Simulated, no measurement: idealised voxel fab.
Process module in this document: voxel self aligned contacts
Section cut is 215 nm wide and gridded with 5 nm square cells.
In what follows, cross-sections appear as grids of square cells, described through bands that run from the top down, where every band is one or more rows of cells.
For a band, the entry starts with two heights in nm, that of the top and then that of the bottom, and carries on with the band's materials in order from left to right, each alongside its width in nm; the word "everywhere" beside a single material means it fills the band edge to edge, and "blank" means empty space.
Below 0: as-received wafer, all one material; heights counted from there. Lowest band: no bottom, goes on down, written "0 and below".
Width "30->40": first value at the band's top row of cells, second value at its bottom row, equal change from row to row.
Take "nothing was modified" at face value: in the step it is given for, the cross-section changed in none of its cells.
Under "Entrapped voids" you'll find the enclosed gaps, the ones with no way out to the top, that are 8 cells or bigger; each reads width x height at distance, with distance counted from the left edge, everything in nm.
Past the settings on a step's line: simulator remark, on that step.
The setting "overlay nm" may be written on the line of a step. When the step uses a mask, the value reports how far to the right of the planned place the mask lay, and a negative value reports that it lay to the left.
Each pair below shows a cross-section before one step and the cross-section after it, down to the lowest band that changed. The line under each pair gives the step between them, with its settings. The pairs can come from different runs of this module on the same starting wafer, so a pair continues from the pair above only where its "Geometry before processing" says so.

## Geometry before processing
  0 and below: Si everywhere
  Entrapped voids: none

## Resulting Cross-Section
  5 down to 0: SiO2 everywhere
  For the remainder of the cross-section, below 0, there is no change.
  Entrapped voids: none
The process step separating the two cross-sections depicted above is as follows: CONFORMAL_DEP | material SiO2 | thk nm 5

Geometry before processing: = after-state of the pair above.

## Resulting Cross-Section
  25 down to 5: polySi everywhere
  For the remainder of the cross-section, below 5, there is no change.
  Entrapped voids: none
The process step separating the two cross-sections depicted above is as follows: DIRECTIONAL_DEP | material polySi | thk nm 20

Geometry before processing: = after-state of the pair above.

## Resulting Cross-Section
  50 down to 25: SiN everywhere
  For the remainder of the cross-section, below 25, there is no change.
  Entrapped voids: none
The process step separating the two cross-sections depicted above is as follows: DIRECTIONAL_DEP | material SiN | thk nm 25

Geometry before processing: = after-state of the pair above.

## Resulting Cross-Section
  50 down to 25: blank 30 nm, then SiN 25 nm, then blank 40 nm, then SiN 25 nm, then blank 40 nm, then SiN 25 nm, then blank 30 nm
  For the remainder of the cross-section, below 25, there is no change.
  Entrapped voids: none
The process step separating the two cross-sections depicted above is as follows: MASKED_ETCH | tone cover | mask id GATE | width nm 25 | pitch nm 65 | etch materials SiN | depth nm 25 | overlay nm 0

Geometry before processing: = after-state of the pair above.

## Resulting Cross-Section
  50 down to 25: blank 30 nm, then SiN 25 nm, then blank 40 nm, then SiN 25 nm, then blank 40 nm, then SiN 25 nm, then blank 30 nm
  25 down to 5: blank 30 nm, then polySi 25 nm, then blank 40 nm, then polySi 25 nm, then blank 40 nm, then polySi 25 nm, then blank 30 nm
  For the remainder of the cross-section, below 5, there is no change.
  Entrapped voids: none
The process step separating the two cross-sections depicted above is as follows: MASKED_ETCH | tone cover | mask id GATE | width nm 25 | pitch nm 65 | etch materials polySi | depth nm 20 | overlay nm 0

Geometry before processing: = after-state of the pair above.

## Resulting Cross-Section
  60 down to 25: blank 20 nm, then SiN 45 nm, then blank 20 nm, then SiN 45 nm, then blank 20 nm, then SiN 45 nm, then blank 20 nm
  25 down to 15: blank 20 nm, then SiN 10 nm, then polySi 25 nm, then SiN 10 nm, then blank 20 nm, then SiN 10 nm, then polySi 25 nm, then SiN 10 nm, then blank 20 nm, then SiN 10 nm, then polySi 25 nm, then SiN 10 nm, then blank 20 nm
  15 down to 5: SiN 30 nm, then polySi 25 nm, then SiN 40 nm, then polySi 25 nm, then SiN 40 nm, then polySi 25 nm, then SiN 30 nm
  For the remainder of the cross-section, below 5, there is no change.
  Entrapped voids: none
The process step separating the two cross-sections depicted above is as follows: CONFORMAL_DEP | material SiN | thk nm 10

Geometry before processing: = after-state of the pair above.

## Resulting Cross-Section
  50 down to 25: blank 20 nm, then SiN 45 nm, then blank 20 nm, then SiN 45 nm, then blank 20 nm, then SiN 45 nm, then blank 20 nm
  25 down to 5: blank 20 nm, then SiN 10 nm, then polySi 25 nm, then SiN 10 nm, then blank 20 nm, then SiN 10 nm, then polySi 25 nm, then SiN 10 nm, then blank 20 nm, then SiN 10 nm, then polySi 25 nm, then SiN 10 nm, then blank 20 nm
  For the remainder of the cross-section, below 5, there is no change.
  Entrapped voids: none
The process step separating the two cross-sections depicted above is as follows: DIRECTIONAL_ETCH | etch materials SiN | depth nm 10

Geometry before processing: = after-state of the pair above.

## Resulting Cross-Section
  70 down to 50: SiO2 everywhere
  50 down to 25: SiO2 20 nm, then SiN 45 nm, then SiO2 20 nm, then SiN 45 nm, then SiO2 20 nm, then SiN 45 nm, then SiO2 20 nm
  25 down to 5: SiO2 20 nm, then SiN 10 nm, then polySi 25 nm, then SiN 10 nm, then SiO2 20 nm, then SiN 10 nm, then polySi 25 nm, then SiN 10 nm, then SiO2 20 nm, then SiN 10 nm, then polySi 25 nm, then SiN 10 nm, then SiO2 20 nm
  For the remainder of the cross-section, below 5, there is no change.
  Entrapped voids: none
The process step separating the two cross-sections depicted above is as follows: FILL_DEP | material SiO2 | thk nm 20

Geometry before processing: = after-state of the pair above.

## Resulting Cross-Section
  60 down to 50: SiO2 everywhere
  For the remainder of the cross-section, below 50, there is no change.
  Entrapped voids: none
The process step separating the two cross-sections depicted above is as follows: CMP | height nm 60

Geometry before processing: = after-state of the pair above.

## Resulting Cross-Section
  75 down to 60: aC everywhere
  For the remainder of the cross-section, below 60, there is no change.
  Entrapped voids: none
The process step separating the two cross-sections depicted above is as follows: DIRECTIONAL_DEP | material aC | thk nm 15

Geometry before processing: = after-state of the pair above.

## Resulting Cross-Section
  110 down to 75: resist 50 nm, then blank 50 nm, then resist 15 nm, then blank 50 nm, then resist 50 nm
  For the remainder of the cross-section, below 75, there is no change.
  Entrapped voids: none
The process step separating the two cross-sections depicted above is as follows: PATTERN | tone open | mask id CONTACT | material resist | width nm 50 | pitch nm 65 | thk nm 35 | overlay nm 0

Geometry before processing: = after-state of the pair above.

## Resulting Cross-Section
  95 down to 75: resist 50 nm, then blank 50 nm, then resist 15 nm, then blank 50 nm, then resist 50 nm
  75 down to 60: aC 50 nm, then blank 50 nm, then aC 15 nm, then blank 50 nm, then aC 50 nm
  For the remainder of the cross-section, below 60, there is no change.
  Entrapped voids: none
The process step separating the two cross-sections depicted above is as follows: DIRECTIONAL_ETCH | etch materials aC | depth nm 15

Geometry before processing: = after-state of the pair above.

## Resulting Cross-Section
  75 down to 60: aC 50 nm, then blank 50 nm, then aC 15 nm, then blank 50 nm, then aC 50 nm
  For the remainder of the cross-section, below 60, there is no change.
  Entrapped voids: none
The process step separating the two cross-sections depicted above is as follows: STRIP | etch materials resist

Geometry before processing: = after-state of the pair above.

## Resulting Cross-Section
  75 down to 60: aC 50 nm, then blank 50 nm, then aC 15 nm, then blank 50 nm, then aC 50 nm
  60 down to 50: SiO2 50 nm, then blank 50 nm, then SiO2 15 nm, then blank 50 nm, then SiO2 50 nm
  50 down to 25: SiO2 20 nm, then SiN 45 nm, then blank 20 nm, then SiN 45 nm, then blank 20 nm, then SiN 45 nm, then SiO2 20 nm
  25 down to 5: SiO2 20 nm, then SiN 10 nm, then polySi 25 nm, then SiN 10 nm, then blank 20 nm, then SiN 10 nm, then polySi 25 nm, then SiN 10 nm, then blank 20 nm, then SiN 10 nm, then polySi 25 nm, then SiN 10 nm, then SiO2 20 nm
  5 down to 0: SiO2 65 nm, then blank 20 nm, then SiO2 45 nm, then blank 20 nm, then SiO2 65 nm
  For the remainder of the cross-section, below 0, there is no change.
  Entrapped voids: none
The process step separating the two cross-sections depicted above is as follows: DIRECTIONAL_ETCH | etch materials SiO2 | depth nm 60

Geometry before processing: = after-state of the pair above.

## Resulting Cross-Section
  60 down to 50: SiO2 50 nm, then blank 50 nm, then SiO2 15 nm, then blank 50 nm, then SiO2 50 nm
  For the remainder of the cross-section, below 50, there is no change.
  Entrapped voids: none
The process step separating the two cross-sections depicted above is as follows: STRIP | etch materials aC

Geometry before processing: = after-state of the pair above.

## Resulting Cross-Section
  65 down to 60: TiN 55 nm, then blank 40 nm, then TiN 25 nm, then blank 40 nm, then TiN 55 nm
  60 down to 50: SiO2 50 nm, then TiN 5->20 nm, then blank 40->10 nm, then TiN 5->20 nm, then SiO2 15 nm, then TiN 5->20 nm, then blank 40->10 nm, then TiN 5->20 nm, then SiO2 50 nm
  50 down to 25: SiO2 20 nm, then SiN 45 nm, then TiN 5 nm, then blank 10 nm, then TiN 5 nm, then SiN 45 nm, then TiN 5 nm, then blank 10 nm, then TiN 5 nm, then SiN 45 nm, then SiO2 20 nm
  25 down to 5: SiO2 20 nm, then SiN 10 nm, then polySi 25 nm, then SiN 10 nm, then TiN 5 nm, then blank 10 nm, then TiN 5 nm, then SiN 10 nm, then polySi 25 nm, then SiN 10 nm, then TiN 5 nm, then blank 10 nm, then TiN 5 nm, then SiN 10 nm, then polySi 25 nm, then SiN 10 nm, then SiO2 20 nm
  5 down to 0: SiO2 65 nm, then TiN 20 nm, then SiO2 45 nm, then TiN 20 nm, then SiO2 65 nm
  For the remainder of the cross-section, below 0, there is no change.
  Entrapped voids: none
The process step separating the two cross-sections depicted above is as follows: CONFORMAL_DEP | material TiN | thk nm 5

Geometry before processing: = after-state of the pair above.

## Resulting Cross-Section
  70 down to 65: Ru everywhere
  65 down to 60: TiN 55 nm, then Ru 40 nm, then TiN 25 nm, then Ru 40 nm, then TiN 55 nm
  60 down to 50: SiO2 50 nm, then TiN 5->20 nm, then Ru 40->10 nm, then TiN 5->20 nm, then SiO2 15 nm, then TiN 5->20 nm, then Ru 40->10 nm, then TiN 5->20 nm, then SiO2 50 nm
  50 down to 25: SiO2 20 nm, then SiN 45 nm, then TiN 5 nm, then Ru 10 nm, then TiN 5 nm, then SiN 45 nm, then TiN 5 nm, then Ru 10 nm, then TiN 5 nm, then SiN 45 nm, then SiO2 20 nm
  25 down to 5: SiO2 20 nm, then SiN 10 nm, then polySi 25 nm, then SiN 10 nm, then TiN 5 nm, then Ru 10 nm, then TiN 5 nm, then SiN 10 nm, then polySi 25 nm, then SiN 10 nm, then TiN 5 nm, then Ru 10 nm, then TiN 5 nm, then SiN 10 nm, then polySi 25 nm, then SiN 10 nm, then SiO2 20 nm
  For the remainder of the cross-section, below 5, there is no change.
  Entrapped voids: none
The process step separating the two cross-sections depicted above is as follows: FILL_DEP | material Ru | thk nm 5

Geometry before processing: = after-state of the pair above.

## Resulting Cross-Section
  60 down to 50: SiO2 50 nm, then TiN 5->20 nm, then Ru 40->10 nm, then TiN 5->20 nm, then SiO2 15 nm, then TiN 5->20 nm, then Ru 40->10 nm, then TiN 5->20 nm, then SiO2 50 nm
  For the remainder of the cross-section, below 50, there is no change.
  Entrapped voids: none
The process step separating the two cross-sections depicted above is as follows: CMP | height nm 60

Geometry before processing: = after-state of the pair above.

## Resulting Cross-Section
  65 down to 60: SiCN everywhere
  For the remainder of the cross-section, below 60, there is no change.
  Entrapped voids: none
The process step separating the two cross-sections depicted above is as follows: CONFORMAL_DEP | material SiCN | thk nm 5

## Geometry before processing
  0 and below: Si everywhere
  Entrapped voids: none

## Resulting Cross-Section
  20 down to 0: polySi everywhere
  For the remainder of the cross-section, below 0, there is no change.
  Entrapped voids: none
The process step separating the two cross-sections depicted above is as follows: DIRECTIONAL_DEP | material polySi | thk nm 20

Geometry before processing: = after-state of the pair above.

## Resulting Cross-Section
  45 down to 20: SiN everywhere
  For the remainder of the cross-section, below 20, there is no change.
  Entrapped voids: none
The process step separating the two cross-sections depicted above is as follows: DIRECTIONAL_DEP | material SiN | thk nm 25

Geometry before processing: = after-state of the pair above.

## Resulting Cross-Section
  45 down to 20: blank 30 nm, then SiN 25 nm, then blank 40 nm, then SiN 25 nm, then blank 40 nm, then SiN 25 nm, then blank 30 nm
  For the remainder of the cross-section, below 20, there is no change.
  Entrapped voids: none
The process step separating the two cross-sections depicted above is as follows: MASKED_ETCH | tone cover | mask id GATE | width nm 25 | pitch nm 65 | etch materials SiN | depth nm 25 | overlay nm 0

Geometry before processing: = after-state of the pair above.

## Resulting Cross-Section
  45 down to 20: blank 30 nm, then SiN 25 nm, then blank 40 nm, then SiN 25 nm, then blank 40 nm, then SiN 25 nm, then blank 30 nm
  20 down to 0: blank 30 nm, then polySi 25 nm, then blank 40 nm, then polySi 25 nm, then blank 40 nm, then polySi 25 nm, then blank 30 nm
  For the remainder of the cross-section, below 0, there is no change.
  Entrapped voids: none
The process step separating the two cross-sections depicted above is as follows: MASKED_ETCH | tone cover | mask id GATE | width nm 25 | pitch nm 65 | etch materials polySi | depth nm 20 | overlay nm 0

Geometry before processing: = after-state of the pair above.

## Resulting Cross-Section
  55 down to 20: blank 20 nm, then SiN 45 nm, then blank 20 nm, then SiN 45 nm, then blank 20 nm, then SiN 45 nm, then blank 20 nm
  20 down to 10: blank 20 nm, then SiN 10 nm, then polySi 25 nm, then SiN 10 nm, then blank 20 nm, then SiN 10 nm, then polySi 25 nm, then SiN 10 nm, then blank 20 nm, then SiN 10 nm, then polySi 25 nm, then SiN 10 nm, then blank 20 nm
  10 down to 0: SiN 30 nm, then polySi 25 nm, then SiN 40 nm, then polySi 25 nm, then SiN 40 nm, then polySi 25 nm, then SiN 30 nm
  For the remainder of the cross-section, below 0, there is no change.
  Entrapped voids: none
The process step separating the two cross-sections depicted above is as follows: CONFORMAL_DEP | material SiN | thk nm 10

Geometry before processing: = after-state of the pair above.

## Resulting Cross-Section
  45 down to 20: blank 20 nm, then SiN 45 nm, then blank 20 nm, then SiN 45 nm, then blank 20 nm, then SiN 45 nm, then blank 20 nm
  20 down to 0: blank 20 nm, then SiN 10 nm, then polySi 25 nm, then SiN 10 nm, then blank 20 nm, then SiN 10 nm, then polySi 25 nm, then SiN 10 nm, then blank 20 nm, then SiN 10 nm, then polySi 25 nm, then SiN 10 nm, then blank 20 nm
  For the remainder of the cross-section, below 0, there is no change.
  Entrapped voids: none
The process step separating the two cross-sections depicted above is as follows: DIRECTIONAL_ETCH | etch materials SiN | depth nm 10

Geometry before processing: = after-state of the pair above.

## Resulting Cross-Section
  65 down to 45: SiO2 everywhere
  45 down to 20: SiO2 20 nm, then SiN 45 nm, then SiO2 20 nm, then SiN 45 nm, then SiO2 20 nm, then SiN 45 nm, then SiO2 20 nm
  20 down to 0: SiO2 20 nm, then SiN 10 nm, then polySi 25 nm, then SiN 10 nm, then SiO2 20 nm, then SiN 10 nm, then polySi 25 nm, then SiN 10 nm, then SiO2 20 nm, then SiN 10 nm, then polySi 25 nm, then SiN 10 nm, then SiO2 20 nm
  For the remainder of the cross-section, below 0, there is no change.
  Entrapped voids: none
The process step separating the two cross-sections depicted above is as follows: FILL_DEP | material SiO2 | thk nm 20

Geometry before processing: = after-state of the pair above.

## Resulting Cross-Section
  60 down to 45: SiO2 everywhere
  For the remainder of the cross-section, below 45, there is no change.
  Entrapped voids: none
The process step separating the two cross-sections depicted above is as follows: CMP | height nm 60

Geometry before processing: = after-state of the pair above.

## Resulting Cross-Section
  75 down to 60: aC everywhere
  For the remainder of the cross-section, below 60, there is no change.
  Entrapped voids: none
The process step separating the two cross-sections depicted above is as follows: DIRECTIONAL_DEP | material aC | thk nm 15

Geometry before processing: = after-state of the pair above.

## Resulting Cross-Section
  110 down to 75: resist 50 nm, then blank 50 nm, then resist 15 nm, then blank 50 nm, then resist 50 nm
  For the remainder of the cross-section, below 75, there is no change.
  Entrapped voids: none
The process step separating the two cross-sections depicted above is as follows: PATTERN | tone open | mask id CONTACT | material resist | width nm 50 | pitch nm 65 | thk nm 35 | overlay nm 0

Geometry before processing: = after-state of the pair above.

## Resulting Cross-Section
  95 down to 75: resist 50 nm, then blank 50 nm, then resist 15 nm, then blank 50 nm, then resist 50 nm
  75 down to 60: aC 50 nm, then blank 50 nm, then aC 15 nm, then blank 50 nm, then aC 50 nm
  For the remainder of the cross-section, below 60, there is no change.
  Entrapped voids: none
The process step separating the two cross-sections depicted above is as follows: DIRECTIONAL_ETCH | etch materials aC | depth nm 15

Geometry before processing: = after-state of the pair above.

## Resulting Cross-Section
  75 down to 60: aC 50 nm, then blank 50 nm, then aC 15 nm, then blank 50 nm, then aC 50 nm
  For the remainder of the cross-section, below 60, there is no change.
  Entrapped voids: none
The process step separating the two cross-sections depicted above is as follows: STRIP | etch materials resist

Geometry before processing: = after-state of the pair above.

## Resulting Cross-Section
  75 down to 60: aC 50 nm, then blank 50 nm, then aC 15 nm, then blank 50 nm, then aC 50 nm
  60 down to 45: SiO2 50 nm, then blank 50 nm, then SiO2 15 nm, then blank 50 nm, then SiO2 50 nm
  45 down to 20: SiO2 20 nm, then SiN 45 nm, then blank 20 nm, then SiN 45 nm, then blank 20 nm, then SiN 45 nm, then SiO2 20 nm
  20 down to 0: SiO2 20 nm, then SiN 10 nm, then polySi 25 nm, then SiN 10 nm, then blank 20 nm, then SiN 10 nm, then polySi 25 nm, then SiN 10 nm, then blank 20 nm, then SiN 10 nm, then polySi 25 nm, then SiN 10 nm, then SiO2 20 nm
  For the remainder of the cross-section, below 0, there is no change.
  Entrapped voids: none
The process step separating the two cross-sections depicted above is as follows: DIRECTIONAL_ETCH | etch materials SiO2 | depth nm 60

Geometry before processing: = after-state of the pair above.

## Resulting Cross-Section
  60 down to 45: SiO2 50 nm, then blank 50 nm, then SiO2 15 nm, then blank 50 nm, then SiO2 50 nm
  For the remainder of the cross-section, below 45, there is no change.
  Entrapped voids: none
The process step separating the two cross-sections depicted above is as follows: STRIP | etch materials aC

Geometry before processing: = after-state of the pair above.

## Resulting Cross-Section
  65 down to 60: TiN 55 nm, then blank 40 nm, then TiN 25 nm, then blank 40 nm, then TiN 55 nm
  60 down to 50: SiO2 50 nm, then TiN 5 nm, then blank 40 nm, then TiN 5 nm, then SiO2 15 nm, then TiN 5 nm, then blank 40 nm, then TiN 5 nm, then SiO2 50 nm
  50 down to 45: SiO2 50 nm, then TiN 20 nm, then blank 10 nm, then TiN 20 nm, then SiO2 15 nm, then TiN 20 nm, then blank 10 nm, then TiN 20 nm, then SiO2 50 nm
  45 down to 20: SiO2 20 nm, then SiN 45 nm, then TiN 5 nm, then blank 10 nm, then TiN 5 nm, then SiN 45 nm, then TiN 5 nm, then blank 10 nm, then TiN 5 nm, then SiN 45 nm, then SiO2 20 nm
  20 down to 5: SiO2 20 nm, then SiN 10 nm, then polySi 25 nm, then SiN 10 nm, then TiN 5 nm, then blank 10 nm, then TiN 5 nm, then SiN 10 nm, then polySi 25 nm, then SiN 10 nm, then TiN 5 nm, then blank 10 nm, then TiN 5 nm, then SiN 10 nm, then polySi 25 nm, then SiN 10 nm, then SiO2 20 nm
  5 down to 0: SiO2 20 nm, then SiN 10 nm, then polySi 25 nm, then SiN 10 nm, then TiN 20 nm, then SiN 10 nm, then polySi 25 nm, then SiN 10 nm, then TiN 20 nm, then SiN 10 nm, then polySi 25 nm, then SiN 10 nm, then SiO2 20 nm
  For the remainder of the cross-section, below 0, there is no change.
  Entrapped voids: none
The process step separating the two cross-sections depicted above is as follows: CONFORMAL_DEP | material TiN | thk nm 5

Geometry before processing: = after-state of the pair above.

## Resulting Cross-Section
  70 down to 65: Ru everywhere
  65 down to 60: TiN 55 nm, then Ru 40 nm, then TiN 25 nm, then Ru 40 nm, then TiN 55 nm
  60 down to 50: SiO2 50 nm, then TiN 5 nm, then Ru 40 nm, then TiN 5 nm, then SiO2 15 nm, then TiN 5 nm, then Ru 40 nm, then TiN 5 nm, then SiO2 50 nm
  50 down to 45: SiO2 50 nm, then TiN 20 nm, then Ru 10 nm, then TiN 20 nm, then SiO2 15 nm, then TiN 20 nm, then Ru 10 nm, then TiN 20 nm, then SiO2 50 nm
  45 down to 20: SiO2 20 nm, then SiN 45 nm, then TiN 5 nm, then Ru 10 nm, then TiN 5 nm, then SiN 45 nm, then TiN 5 nm, then Ru 10 nm, then TiN 5 nm, then SiN 45 nm, then SiO2 20 nm
  20 down to 5: SiO2 20 nm, then SiN 10 nm, then polySi 25 nm, then SiN 10 nm, then TiN 5 nm, then Ru 10 nm, then TiN 5 nm, then SiN 10 nm, then polySi 25 nm, then SiN 10 nm, then TiN 5 nm, then Ru 10 nm, then TiN 5 nm, then SiN 10 nm, then polySi 25 nm, then SiN 10 nm, then SiO2 20 nm
  For the remainder of the cross-section, below 5, there is no change.
  Entrapped voids: none
The process step separating the two cross-sections depicted above is as follows: FILL_DEP | material Ru | thk nm 5

Geometry before processing: = after-state of the pair above.

## Resulting Cross-Section
  60 down to 50: SiO2 50 nm, then TiN 5 nm, then Ru 40 nm, then TiN 5 nm, then SiO2 15 nm, then TiN 5 nm, then Ru 40 nm, then TiN 5 nm, then SiO2 50 nm
  For the remainder of the cross-section, below 50, there is no change.
  Entrapped voids: none
The process step separating the two cross-sections depicted above is as follows: CMP | height nm 60

Geometry before processing: = after-state of the pair above.

## Resulting Cross-Section
  65 down to 60: SiCN everywhere
  For the remainder of the cross-section, below 60, there is no change.
  Entrapped voids: none
The process step separating the two cross-sections depicted above is as follows: CONFORMAL_DEP | material SiCN | thk nm 5

## Geometry before processing
  25 down to 5: polySi everywhere
  5 down to 0: SiO2 everywhere
  0 and below: Si everywhere
  Entrapped voids: none

## Resulting Cross-Section
  45 down to 5: polySi everywhere
  For the remainder of the cross-section, below 5, there is no change.
  Entrapped voids: none
The process step separating the two cross-sections depicted above is as follows: DIRECTIONAL_DEP | material polySi | thk nm 20

Geometry before processing: = after-state of the pair above.

## Resulting Cross-Section
  70 down to 45: SiN everywhere
  For the remainder of the cross-section, below 45, there is no change.
  Entrapped voids: none
The process step separating the two cross-sections depicted above is as follows: DIRECTIONAL_DEP | material SiN | thk nm 25

Geometry before processing: = after-state of the pair above.

## Resulting Cross-Section
  70 down to 45: blank 30 nm, then SiN 25 nm, then blank 40 nm, then SiN 25 nm, then blank 40 nm, then SiN 25 nm, then blank 30 nm
  For the remainder of the cross-section, below 45, there is no change.
  Entrapped voids: none
The process step separating the two cross-sections depicted above is as follows: MASKED_ETCH | tone cover | mask id GATE | width nm 25 | pitch nm 65 | etch materials SiN | depth nm 25 | overlay nm 0

Geometry before processing: = after-state of the pair above.

## Resulting Cross-Section
  70 down to 45: blank 30 nm, then SiN 25 nm, then blank 40 nm, then SiN 25 nm, then blank 40 nm, then SiN 25 nm, then blank 30 nm
  45 down to 25: blank 30 nm, then polySi 25 nm, then blank 40 nm, then polySi 25 nm, then blank 40 nm, then polySi 25 nm, then blank 30 nm
  For the remainder of the cross-section, below 25, there is no change.
  Entrapped voids: none
The process step separating the two cross-sections depicted above is as follows: MASKED_ETCH | tone cover | mask id GATE | width nm 25 | pitch nm 65 | etch materials polySi | depth nm 20 | overlay nm 0

Geometry before processing: = after-state of the pair above.

## Resulting Cross-Section
  80 down to 45: blank 20 nm, then SiN 45 nm, then blank 20 nm, then SiN 45 nm, then blank 20 nm, then SiN 45 nm, then blank 20 nm
  45 down to 35: blank 20 nm, then SiN 10 nm, then polySi 25 nm, then SiN 10 nm, then blank 20 nm, then SiN 10 nm, then polySi 25 nm, then SiN 10 nm, then blank 20 nm, then SiN 10 nm, then polySi 25 nm, then SiN 10 nm, then blank 20 nm
  35 down to 25: SiN 30 nm, then polySi 25 nm, then SiN 40 nm, then polySi 25 nm, then SiN 40 nm, then polySi 25 nm, then SiN 30 nm
  For the remainder of the cross-section, below 25, there is no change.
  Entrapped voids: none
The process step separating the two cross-sections depicted above is as follows: CONFORMAL_DEP | material SiN | thk nm 10

Geometry before processing: = after-state of the pair above.

## Resulting Cross-Section
  70 down to 45: blank 20 nm, then SiN 45 nm, then blank 20 nm, then SiN 45 nm, then blank 20 nm, then SiN 45 nm, then blank 20 nm
  45 down to 25: blank 20 nm, then SiN 10 nm, then polySi 25 nm, then SiN 10 nm, then blank 20 nm, then SiN 10 nm, then polySi 25 nm, then SiN 10 nm, then blank 20 nm, then SiN 10 nm, then polySi 25 nm, then SiN 10 nm, then blank 20 nm
  For the remainder of the cross-section, below 25, there is no change.
  Entrapped voids: none
The process step separating the two cross-sections depicted above is as follows: DIRECTIONAL_ETCH | etch materials SiN | depth nm 10

Geometry before processing: = after-state of the pair above.

## Resulting Cross-Section
  90 down to 70: SiO2 everywhere
  70 down to 45: SiO2 20 nm, then SiN 45 nm, then SiO2 20 nm, then SiN 45 nm, then SiO2 20 nm, then SiN 45 nm, then SiO2 20 nm
  45 down to 25: SiO2 20 nm, then SiN 10 nm, then polySi 25 nm, then SiN 10 nm, then SiO2 20 nm, then SiN 10 nm, then polySi 25 nm, then SiN 10 nm, then SiO2 20 nm, then SiN 10 nm, then polySi 25 nm, then SiN 10 nm, then SiO2 20 nm
  For the remainder of the cross-section, below 25, there is no change.
  Entrapped voids: none
The process step separating the two cross-sections depicted above is as follows: FILL_DEP | material SiO2 | thk nm 20

Geometry before processing: = after-state of the pair above.

## Resulting Cross-Section
  60 down to 45: SiO2 20 nm, then SiN 45 nm, then SiO2 20 nm, then SiN 45 nm, then SiO2 20 nm, then SiN 45 nm, then SiO2 20 nm
  For the remainder of the cross-section, below 45, there is no change.
  Entrapped voids: none
The process step separating the two cross-sections depicted above is as follows: CMP | height nm 60

Geometry before processing: = after-state of the pair above.

## Resulting Cross-Section
  75 down to 60: aC everywhere
  For the remainder of the cross-section, below 60, there is no change.
  Entrapped voids: none
The process step separating the two cross-sections depicted above is as follows: DIRECTIONAL_DEP | material aC | thk nm 15

Geometry before processing: = after-state of the pair above.

## Resulting Cross-Section
  110 down to 75: resist 50 nm, then blank 50 nm, then resist 15 nm, then blank 50 nm, then resist 50 nm
  For the remainder of the cross-section, below 75, there is no change.
  Entrapped voids: none
The process step separating the two cross-sections depicted above is as follows: PATTERN | tone open | mask id CONTACT | material resist | width nm 50 | pitch nm 65 | thk nm 35 | overlay nm 0

Geometry before processing: = after-state of the pair above.

## Resulting Cross-Section
  95 down to 75: resist 50 nm, then blank 50 nm, then resist 15 nm, then blank 50 nm, then resist 50 nm
  75 down to 60: aC 50 nm, then blank 50 nm, then aC 15 nm, then blank 50 nm, then aC 50 nm
  For the remainder of the cross-section, below 60, there is no change.
  Entrapped voids: none
The process step separating the two cross-sections depicted above is as follows: DIRECTIONAL_ETCH | etch materials aC | depth nm 15

Geometry before processing: = after-state of the pair above.

## Resulting Cross-Section
  75 down to 60: aC 50 nm, then blank 50 nm, then aC 15 nm, then blank 50 nm, then aC 50 nm
  For the remainder of the cross-section, below 60, there is no change.
  Entrapped voids: none
The process step separating the two cross-sections depicted above is as follows: STRIP | etch materials resist

Geometry before processing: = after-state of the pair above.

## Resulting Cross-Section
  75 down to 60: aC 50 nm, then blank 50 nm, then aC 15 nm, then blank 50 nm, then aC 50 nm
  60 down to 45: SiO2 20 nm, then SiN 45 nm, then blank 20 nm, then SiN 45 nm, then blank 20 nm, then SiN 45 nm, then SiO2 20 nm
  45 down to 25: SiO2 20 nm, then SiN 10 nm, then polySi 25 nm, then SiN 10 nm, then blank 20 nm, then SiN 10 nm, then polySi 25 nm, then SiN 10 nm, then blank 20 nm, then SiN 10 nm, then polySi 25 nm, then SiN 10 nm, then SiO2 20 nm
  For the remainder of the cross-section, below 25, there is no change.
  Entrapped voids: none
The process step separating the two cross-sections depicted above is as follows: DIRECTIONAL_ETCH | etch materials SiO2 | depth nm 60

Geometry before processing: = after-state of the pair above.

## Resulting Cross-Section
  60 down to 45: SiO2 20 nm, then SiN 45 nm, then blank 20 nm, then SiN 45 nm, then blank 20 nm, then SiN 45 nm, then SiO2 20 nm
  For the remainder of the cross-section, below 45, there is no change.
  Entrapped voids: none
The process step separating the two cross-sections depicted above is as follows: STRIP | etch materials aC

Geometry before processing: = after-state of the pair above.

## Resulting Cross-Section
  65 down to 60: TiN 70 nm, then blank 10 nm, then TiN 55 nm, then blank 10 nm, then TiN 70 nm
  60 down to 45: SiO2 20 nm, then SiN 45 nm, then TiN 5 nm, then blank 10 nm, then TiN 5 nm, then SiN 45 nm, then TiN 5 nm, then blank 10 nm, then TiN 5 nm, then SiN 45 nm, then SiO2 20 nm
  45 down to 30: SiO2 20 nm, then SiN 10 nm, then polySi 25 nm, then SiN 10 nm, then TiN 5 nm, then blank 10 nm, then TiN 5 nm, then SiN 10 nm, then polySi 25 nm, then SiN 10 nm, then TiN 5 nm, then blank 10 nm, then TiN 5 nm, then SiN 10 nm, then polySi 25 nm, then SiN 10 nm, then SiO2 20 nm
  30 down to 25: SiO2 20 nm, then SiN 10 nm, then polySi 25 nm, then SiN 10 nm, then TiN 20 nm, then SiN 10 nm, then polySi 25 nm, then SiN 10 nm, then TiN 20 nm, then SiN 10 nm, then polySi 25 nm, then SiN 10 nm, then SiO2 20 nm
  For the remainder of the cross-section, below 25, there is no change.
  Entrapped voids: none
The process step separating the two cross-sections depicted above is as follows: CONFORMAL_DEP | material TiN | thk nm 5

Geometry before processing: = after-state of the pair above.

## Resulting Cross-Section
  70 down to 65: Ru everywhere
  65 down to 60: TiN 70 nm, then Ru 10 nm, then TiN 55 nm, then Ru 10 nm, then TiN 70 nm
  60 down to 45: SiO2 20 nm, then SiN 45 nm, then TiN 5 nm, then Ru 10 nm, then TiN 5 nm, then SiN 45 nm, then TiN 5 nm, then Ru 10 nm, then TiN 5 nm, then SiN 45 nm, then SiO2 20 nm
  45 down to 30: SiO2 20 nm, then SiN 10 nm, then polySi 25 nm, then SiN 10 nm, then TiN 5 nm, then Ru 10 nm, then TiN 5 nm, then SiN 10 nm, then polySi 25 nm, then SiN 10 nm, then TiN 5 nm, then Ru 10 nm, then TiN 5 nm, then SiN 10 nm, then polySi 25 nm, then SiN 10 nm, then SiO2 20 nm
  For the remainder of the cross-section, below 30, there is no change.
  Entrapped voids: none
The process step separating the two cross-sections depicted above is as follows: FILL_DEP | material Ru | thk nm 5

Geometry before processing: = after-state of the pair above.

## Resulting Cross-Section
  60 down to 45: SiO2 20 nm, then SiN 45 nm, then TiN 5 nm, then Ru 10 nm, then TiN 5 nm, then SiN 45 nm, then TiN 5 nm, then Ru 10 nm, then TiN 5 nm, then SiN 45 nm, then SiO2 20 nm
  For the remainder of the cross-section, below 45, there is no change.
  Entrapped voids: none
The process step separating the two cross-sections depicted above is as follows: CMP | height nm 60
